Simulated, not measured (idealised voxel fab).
The process module presented herein is designated voxel quadruple lines.
cross-section cut | 215 nm wide | cells 5 nm
Heads up, the way a cross-section reads in here is a grid of square cells, handed over as bands from the top down, with every band being one or more rows of cells.
Per band: top height and bottom height in nm, followed by the left-to-right materials and their widths in nm; "full width" marks a single material spanning edge to edge, "empty" marks empty space.
Below 0: as-received wafer, all one material; heights counted from there. Lowest band: no bottom, goes on down, written "z 0 and below".
The width entry "30..40" should be interpreted row by row: the top row of cells in the band takes the first number, the bottom row takes the second number, and the change between adjacent rows is uniform throughout.
"remains unaltered" -> step changed no cross-section cell.
So "Cavities, closed" is basically the list of trapped voids: any empty space of 8 cells or more that can't reach the top through an opening. They're written width x height at distance, the distance being from the left edge, and it's all nm.
Whatever follows a step's settings on its line is a remark the simulator itself makes about that step.
A step's line can hold "overlay nm"; with a mask on that step, the setting says how far right of the planned place the mask lay, while a negative setting says it lay to the left.

# Process steps (planned)
- 1: op RECEIVE | material Si
- 2: op CONFORMAL_DEP | material Al2O3 | thk nm 10
- 3: op DIRECTIONAL_DEP | material W | thk nm 15
- 4: op DIRECTIONAL_DEP | material polySi | thk nm 20
- 5: op DIRECTIONAL_DEP | material aC | thk nm 20
- 6: op PATTERN | tone cover | mask id MANDREL | material resist | width nm 25 | thk nm 25 | overlay nm 0
- 7: op DIRECTIONAL_ETCH | etch materials aC | depth nm 20
- 8: op STRIP | etch materials resist
- 9: op CONFORMAL_DEP | material SiO2 | thk nm 15
- 10: op DIRECTIONAL_ETCH | etch materials SiO2 | depth nm 15
- 11: op STRIP | etch materials aC
- 12: op DIRECTIONAL_ETCH | etch materials polySi | depth nm 20
- 13: op STRIP | etch materials SiO2
- 14: op CONFORMAL_DEP | material SiCN | thk nm 5
- 15: op DIRECTIONAL_ETCH | etch materials SiCN | depth nm 5
- 16: op STRIP | etch materials polySi
- 17: op DIRECTIONAL_ETCH | etch materials W | depth nm 15
- 18: op STRIP | etch materials SiCN
- 19: op FILL_DEP | material SiO2 | thk nm 5
- 20: op CMP | height nm 25

# As received (post step 1): cross-section
  z 0 and below = Si full width
  Cavities, closed: none

# Cross-sectional view of the first of the two wafers upon completion of the module, processed in accordance with the plan
  z 25 to 10 = SiO2: 75, W: 5, SiO2: 15, W: 5, SiO2: 15, W: 5, SiO2: 15, W: 5, SiO2: 75
  z 10 to 0 = Al2O3 full width
  z 0 and below = Si full width
  Cavities, closed: none

# Cross-sectional view of the second of two wafers upon completion of the module. This wafer shared its starting condition and process plan with the first; one error was made during its execution
  z 25 to 10 = SiO2: 85, W: 5, SiO2: 15, W: 5, SiO2: 15, W: 5, SiO2: 15, W: 5, SiO2: 65
  z 10 to 0 = Al2O3 full width
  z 0 and below = Si full width
  Cavities, closed: none
Misprocessing identified: rather than as planned, step 6 actually ran as op PATTERN | tone cover | mask id MANDREL | material resist | width nm 25 | thk nm 25 | overlay nm 10
Cell counts per material: same on both final wafers. Positions: different.
